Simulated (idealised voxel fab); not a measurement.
The name of this process module is voxel capacitor over wiring.
FYI the section here is cut, 240 nm wide, cells are 5 nm squares.
How to read a cross-section here: the picture is a grid of square cells, written as bands going from the top down, and any band can span one or more rows of cells. The band entry comprises the height of the band's top followed by the height of its bottom, expressed in nm, and subsequently the band's materials from left to right, each stated together with its width in nm. Where a single material is marked with the word "everywhere", that material fills the band from edge to edge. The word "empty" represents empty space. Below 0: as-received wafer, all one material; heights counted from there. Lowest band: no bottom, goes on down, written "0 down". A width given as "30..40" starts at the first number in the band's top row and ends at the second number in its bottom row, shifting by an equal amount at every step from row to row. Where the words "all unchanged" appear for a step, the cross-section shows no cell changed by that step; every cell remained as before. You'll see "Closed void list" listing empty spaces that have no way open to the top, as long as they're 8 cells or more; the notation is width x height at distance, where the distance is from the left edge, and all of it is in nm. Text after the settings on a step's line: the simulator's own remark on that step. Regarding "overlay nm": on a step with a mask, it is the distance the mask lay to the right of its planned place; a negative value places it to the left.

-- The steps planned for the process are as follows
step 1: RECEIVE | material Si
step 2: CONFORMAL_DEP | material SiO2 | thk nm 15
step 3: DIRECTIONAL_DEP | material TiN | thk nm 5
step 4: DIRECTIONAL_DEP | material W | thk nm 15
step 5: MASKED_ETCH | tone cover | mask id METAL_1 | width nm 30 | pitch nm 90 | etch materials W | depth nm 15 | overlay nm 0
step 6: MASKED_ETCH | tone cover | mask id METAL_1 | width nm 30 | pitch nm 90 | etch materials TiN | depth nm 5 | overlay nm 0
step 7: FILL_DEP | material SiO2 | thk nm 10
step 8: CMP | height nm 35
step 9: CONFORMAL_DEP | material SiCN | thk nm 5
step 10: DIRECTIONAL_DEP | material lowk | thk nm 20
step 11: PATTERN | tone open | mask id PLUG_1 | material resist | width nm 15 | thk nm 20 | overlay nm 0
step 12: DIRECTIONAL_ETCH | etch materials lowk | depth nm 20
step 13: DIRECTIONAL_ETCH | etch materials SiCN | depth nm 5
step 14: STRIP | etch materials resist
step 15: EPI | material Ru | thk nm 10
step 16: EPI | material Ru | thk nm 10
step 17: EPI | material Ru | thk nm 5
step 18: DIRECTIONAL_DEP | material TiN | thk nm 5
step 19: DIRECTIONAL_DEP | material SiN | thk nm 5
step 20: DIRECTIONAL_DEP | material TiN | thk nm 10
step 21: PATTERN | tone cover | mask id UPPER_PLATE | material resist | width nm 65 | thk nm 15 | overlay nm 0
step 22: DIRECTIONAL_ETCH | etch materials TiN | depth nm 10
step 23: DIRECTIONAL_ETCH | etch materials SiN | depth nm 5
step 24: STRIP | etch materials resist
step 25: MASKED_ETCH | tone cover | mask id LOWER_PLATE | width nm 75 | etch materials TiN | depth nm 5 | overlay nm 0
step 26: FILL_DEP | material SiO2 | thk nm 15
step 27: CMP | height nm 90
step 28: DIRECTIONAL_DEP | material aC | thk nm 10
step 29: PATTERN | tone open | mask id PLUG_2 | material resist | width nm 15 | thk nm 25 | overlay nm 0
step 30: DIRECTIONAL_ETCH | etch materials aC | depth nm 10
step 31: STRIP | etch materials resist
step 32: DIRECTIONAL_ETCH | etch materials SiO2 | depth nm 10
step 33: STRIP | etch materials aC
step 34: CONFORMAL_DEP | material TiN | thk nm 5
step 35: FILL_DEP | material Ru | thk nm 5
step 36: CMP | height nm 90
step 37: CONFORMAL_DEP | material SiN | thk nm 5

-- Step 1 complete: cross-section of the wafer as received
> 0 down = Si everywhere
> Closed void list: none

-- The module was run from the start shown above using the plan shown above, but one mistake was made doing it; the resulting wafer cross-section is below
> 95 to 90 = SiN everywhere
> 90 to 85 = SiO2: 85  TiN: 5  Ru: 5  TiN: 5  SiO2: 140
> 85 to 75 = SiO2: 85..90  TiN: 15..50  SiO2: 140..100
> 75 to 70 = SiO2: 75  TiN: 65  SiO2: 100
> 70 to 65 = SiO2: 75  TiN: 15  SiN: 50  SiO2: 100
> 65 to 60 = SiO2: 70  TiN: 5  SiN: 15  TiN: 55  SiO2: 95
> 60 to 55 = SiCN: 75  TiN: 15  SiCN: 150
> 55 to 35 = lowk everywhere
> 35 to 20 = SiO2: 60  W: 30  SiO2: 60  W: 30  SiO2: 60
> 20 to 15 = SiO2: 60  TiN: 30  SiO2: 60  TiN: 30  SiO2: 60
> 15 to 0 = SiO2 everywhere
> 0 down = Si everywhere
> Closed void list: none
Where did the run depart from the plan? mixed up steps 9 and 10 - ran each in the other's place
